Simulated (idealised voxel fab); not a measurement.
process module | voxel transistor to metal
cross-section cut | 185 nm wide | cells 5 nm
A cross-section is a grid of square cells, given in bands from the top down. A band is one or more rows of cells.
Each band's line starts with the height of the band's top and of its bottom, in nm. Then come its materials from left to right, each with its width in nm. One material with "throughout" fills the band from edge to edge. "air" is empty space.
Height 0 is the level under which the wafer as received is all one material. The lowest band goes on downwards, as in "0 down".
A width such as "30 to 40" changes by the same amount from each row of cells to the next, from the band's top row to its bottom row.
"no change" after a step means that no cell of the cross-section changed.
closed voids: empty space of 8 cells or more with no open way to the top, each as width x height at its distance from the left edge, in nm
after a step's settings: what the simulator itself notes on the step
overlay nm, on a step with a mask: how far to the right of its planned place the mask lay; to the left if negative
plan
1 op RECEIVE | material Si
2 op CONFORMAL_DEP | material SiO2 | thk nm 5
3 op CONFORMAL_DEP | material SiN | thk nm 15
4 op DIRECTIONAL_DEP | material aC | thk nm 10
5 op PATTERN | tone cover | mask id ACTIVE | material resist | width nm 105 | thk nm 25 | overlay nm 0
6 op DIRECTIONAL_ETCH | etch materials aC | depth nm 10
7 op STRIP | etch materials resist
8 op DIRECTIONAL_ETCH | etch materials SiN | depth nm 15
9 op DIRECTIONAL_ETCH | etch materials SiO2 | depth nm 5
10 op DIRECTIONAL_ETCH | etch materials Si | depth nm 35
11 op STRIP | etch materials aC
12 op OXIDIZE | depth nm 5
13 op FILL_DEP | material SiO2 | thk nm 5
14 op CMP | height nm 20
15 op SELECTIVE_ETCH | etch materials SiO2 | depth nm 10
16 op STRIP | etch materials SiN
17 op SELECTIVE_ETCH | etch materials SiO2 | depth nm 5
18 op OXIDIZE | depth nm 5
19 op DIRECTIONAL_DEP | material polySi | thk nm 25
20 op DIRECTIONAL_DEP | material SiCN | thk nm 10
21 op DIRECTIONAL_DEP | material aC | thk nm 15
22 op PATTERN | tone cover | mask id GATE | material resist | width nm 35 | thk nm 35 | overlay nm 0
23 op DIRECTIONAL_ETCH | etch materials aC | depth nm 15
24 op STRIP | etch materials resist
25 op DIRECTIONAL_ETCH | etch materials SiCN | depth nm 20
26 op DIRECTIONAL_ETCH | etch materials polySi | depth nm 35
27 op STRIP | etch materials aC
28 op CONFORMAL_DEP | material SiN | thk nm 10
29 op DIRECTIONAL_ETCH | etch materials SiN | depth nm 10
30 op DIRECTIONAL_ETCH | etch materials SiO2 | depth nm 5
31 op DIRECTIONAL_ETCH | etch materials Si | depth nm 5
32 op EPI | material SiGe | thk nm 10
33 op FILL_DEP | material SiO2 | thk nm 5
34 op CMP | height nm 25
35 op STRIP | etch materials polySi
36 op SELECTIVE_ETCH | etch materials SiO2 | depth nm 5
37 op CONFORMAL_DEP | material HfO2 | thk nm 5
38 op CONFORMAL_DEP | material TiN | thk nm 5
39 op FILL_DEP | material W | thk nm 5
40 op CMP | height nm 20
41 op DIRECTIONAL_DEP | material SiO2 | thk nm 10
42 op DIRECTIONAL_DEP | material aC | thk nm 15
43 op PATTERN | tone open | mask id CONTACT | material resist | width nm 15 | pitch nm 80 | thk nm 30 | overlay nm 0
44 op DIRECTIONAL_ETCH | etch materials aC | depth nm 15
45 op STRIP | etch materials resist
46 op DIRECTIONAL_ETCH | etch materials SiO2 | depth nm 30
47 op STRIP | etch materials aC
48 op CONFORMAL_DEP | material TiN | thk nm 5
49 op FILL_DEP | material Ru | thk nm 5
50 op CMP | height nm 30
51 op DIRECTIONAL_DEP | material TiN | thk nm 5
52 op DIRECTIONAL_DEP | material W | thk nm 20
53 op PATTERN | tone cover | mask id METAL_1 | material resist | width nm 15 | pitch nm 80 | thk nm 15 | overlay nm 0
54 op DIRECTIONAL_ETCH | etch materials W | depth nm 20
55 op DIRECTIONAL_ETCH | etch materials TiN | depth nm 5
56 op STRIP | etch materials resist
57 op FILL_DEP | material SiO2 | thk nm 10
58 op CMP | height nm 55
59 op CONFORMAL_DEP | material SiCN | thk nm 5
60 op DIRECTIONAL_DEP | material lowk | thk nm 30
61 op MASKED_ETCH | tone open | mask id METAL_2 | width nm 15 | pitch nm 80 | etch materials lowk | depth nm 20 | overlay nm 0
62 op MASKED_ETCH | tone open | mask id METAL_2_HOLES | width nm 15 | pitch nm 80 | etch materials lowk | depth nm 10 | overlay nm 0
63 op MASKED_ETCH | tone open | mask id METAL_2_HOLES | width nm 15 | pitch nm 80 | etch materials SiCN | depth nm 5 | overlay nm 0
64 op CONFORMAL_DEP | material TiN | thk nm 5
65 op FILL_DEP | material Cu | thk nm 10
66 op CMP | height nm 90
67 op CONFORMAL_DEP | material SiN | thk nm 5
as received, after step 1
  0 down: Si throughout
  closed voids: none
a wafer at the end: this start, this plan, one mistake
  95 to 90: SiN throughout
  90 to 60: lowk 45 | TiN 5 | Cu 5 | TiN 5 | lowk 65 | TiN 5 | Cu 5 | TiN 5 | lowk 45
  60 to 55: SiCN 45 | TiN 15 | SiCN 65 | TiN 15 | SiCN 45
  55 to 35: SiO2 45 | W 15 | SiO2 65 | W 15 | SiO2 45
  35 to 30: SiO2 45 | TiN 15 | SiO2 65 | TiN 15 | SiO2 45
  30 to 20: SiO2 45 | TiN 5 | Ru 5 | TiN 5 | SiO2 65 | TiN 5 | Ru 5 | TiN 5 | SiO2 45
  20 to 10: SiO2 45 | TiN 5 | Ru 5 | TiN 5 | SiO2 5 | SiN 10 | HfO2 5 | TiN 5 | W 15 | TiN 5 | HfO2 5 | SiN 10 | SiO2 5 | TiN 5 | Ru 5 | TiN 5 | SiO2 45
  10 to 5: SiO2 45 | TiN 15 | SiO2 5 | SiN 10 | HfO2 5 | TiN 5 | W 15 | TiN 5 | HfO2 5 | SiN 10 | SiO2 5 | TiN 15 | SiO2 45
  5 to 0: SiO2 35 | SiN 10 | TiN 10 | SiGe 10 | SiN 10 | HfO2 5 | TiN 25 | HfO2 5 | SiN 10 | SiGe 10 | TiN 10 | SiN 10 | SiO2 35
  0 to -5: SiO2 35 | SiN 10 | SiGe 20 | SiO2 5 | HfO2 45 | SiO2 5 | SiGe 20 | SiN 10 | SiO2 35
  -5 to -10: SiO2 50 | SiGe 15 | Si 55 | SiGe 15 | SiO2 50
  -10 to -40: SiO2 45 | Si 95 | SiO2 45
  -40 down: Si throughout
  closed voids: none
what went wrong: step 2 was left out
